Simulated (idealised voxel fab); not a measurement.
process module | voxel capacitor over wiring
cross-section cut | 280 nm wide | cells 5 nm
A cross-section is a grid of square cells, given in bands from the top down. A band is one or more rows of cells.
Each band's line starts with the height of the band's top and of its bottom, in nm. Then come its materials from left to right, each with its width in nm. One material with "throughout" fills the band from edge to edge. "air" is empty space.
Height 0 is the level under which the wafer as received is all one material. The lowest band goes on downwards, as in "0 down".
A width such as "30 to 40" changes by the same amount from each row of cells to the next, from the band's top row to its bottom row.
"no change" after a step means that no cell of the cross-section changed.
closed voids: empty space of 8 cells or more with no open way to the top, each as width x height at its distance from the left edge, in nm
after a step's settings: what the simulator itself notes on the step
overlay nm, on a step with a mask: how far to the right of its planned place the mask lay; to the left if negative
plan
1 op RECEIVE | material Si
2 op CONFORMAL_DEP | material SiO2 | thk nm 10
3 op DIRECTIONAL_DEP | material TiN | thk nm 5
4 op DIRECTIONAL_DEP | material W | thk nm 20
5 op MASKED_ETCH | tone cover | mask id METAL_1 | width nm 15 | pitch nm 85 | etch materials W | depth nm 20 | overlay nm 0
6 op MASKED_ETCH | tone cover | mask id METAL_1 | width nm 25 | pitch nm 85 | etch materials TiN | depth nm 5 | overlay nm 0
7 op CONFORMAL_DEP | material SiN | thk nm 5
8 op FILL_DEP | material lowk | thk nm 5
9 op CMP | height nm 35
10 op CONFORMAL_DEP | material SiCN | thk nm 5
11 op DIRECTIONAL_DEP | material SiO2 | thk nm 15
12 op PATTERN | tone open | mask id PLUG_1 | material resist | width nm 15 | thk nm 15 | overlay nm 0
13 op DIRECTIONAL_ETCH | etch materials SiO2 | depth nm 15
14 op DIRECTIONAL_ETCH | etch materials SiCN | depth nm 5
15 op STRIP | etch materials resist
16 op EPI | material Ru | thk nm 10
17 op EPI | material Ru | thk nm 10
18 op DIRECTIONAL_DEP | material TiN | thk nm 10
19 op DIRECTIONAL_DEP | material HfO2 | thk nm 5
20 op DIRECTIONAL_DEP | material TiN | thk nm 5
21 op DIRECTIONAL_DEP | material aC | thk nm 15
22 op PATTERN | tone cover | mask id UPPER_PLATE | material resist | width nm 65 | thk nm 30 | overlay nm 0
23 op DIRECTIONAL_ETCH | etch materials aC | depth nm 15
24 op STRIP | etch materials resist
25 op DIRECTIONAL_ETCH | etch materials TiN | depth nm 5
26 op DIRECTIONAL_ETCH | etch materials HfO2 | depth nm 5
27 op STRIP | etch materials aC
28 op DIRECTIONAL_DEP | material aC | thk nm 15
29 op PATTERN | tone cover | mask id LOWER_PLATE | material resist | width nm 75 | thk nm 35 | overlay nm 0
30 op DIRECTIONAL_ETCH | etch materials aC | depth nm 15
31 op STRIP | etch materials resist
32 op DIRECTIONAL_ETCH | etch materials TiN | depth nm 10
33 op STRIP | etch materials aC
34 op FILL_DEP | material SiO2 | thk nm 15
35 op CMP | height nm 85
36 op DIRECTIONAL_DEP | material aC | thk nm 15
37 op PATTERN | tone open | mask id PLUG_2 | material resist | width nm 15 | thk nm 35 | overlay nm 0
38 op DIRECTIONAL_ETCH | etch materials aC | depth nm 15
39 op STRIP | etch materials resist
40 op DIRECTIONAL_ETCH | etch materials SiO2 | depth nm 10
41 op STRIP | etch materials aC
42 op CONFORMAL_DEP | material TiN | thk nm 5
43 op FILL_DEP | material Cu | thk nm 5
44 op CMP | height nm 85
45 op CONFORMAL_DEP | material SiCN | thk nm 5
varied across the wafers: width nm of step 5. The plan shows the first wafer's value. All wafers start alike
first wafer as received, after step 1
  0 down: Si throughout
  closed voids: none
each wafer at the end: cells of each material gained (+) or lost (-) since it was received, then its closed voids
width nm 15 | +1 Cu | +13 HfO2 | +12 Ru | +109 SiCN | +66 SiN | +545 SiO2 | +58 TiN | +24 W | +180 lowk | closed voids: none
width nm 20 | +1 Cu | +13 HfO2 | +12 Ru | +109 SiCN | +64 SiN | +545 SiO2 | +58 TiN | +32 W | +174 lowk | closed voids: none
width nm 25 | +1 Cu | +13 HfO2 | +12 Ru | +109 SiCN | +62 SiN | +545 SiO2 | +58 TiN | +40 W | +168 lowk | closed voids: none
width nm 30 | +1 Cu | +13 HfO2 | +12 Ru | +109 SiCN | +60 SiN | +545 SiO2 | +60 TiN | +48 W | +160 lowk | closed voids: none
width nm 35 | +1 Cu | +13 HfO2 | +12 Ru | +109 SiCN | +58 SiN | +545 SiO2 | +62 TiN | +56 W | +152 lowk | closed voids: none
width nm 40 | +1 Cu | +13 HfO2 | +12 Ru | +109 SiCN | +56 SiN | +545 SiO2 | +64 TiN | +64 W | +144 lowk | closed voids: none
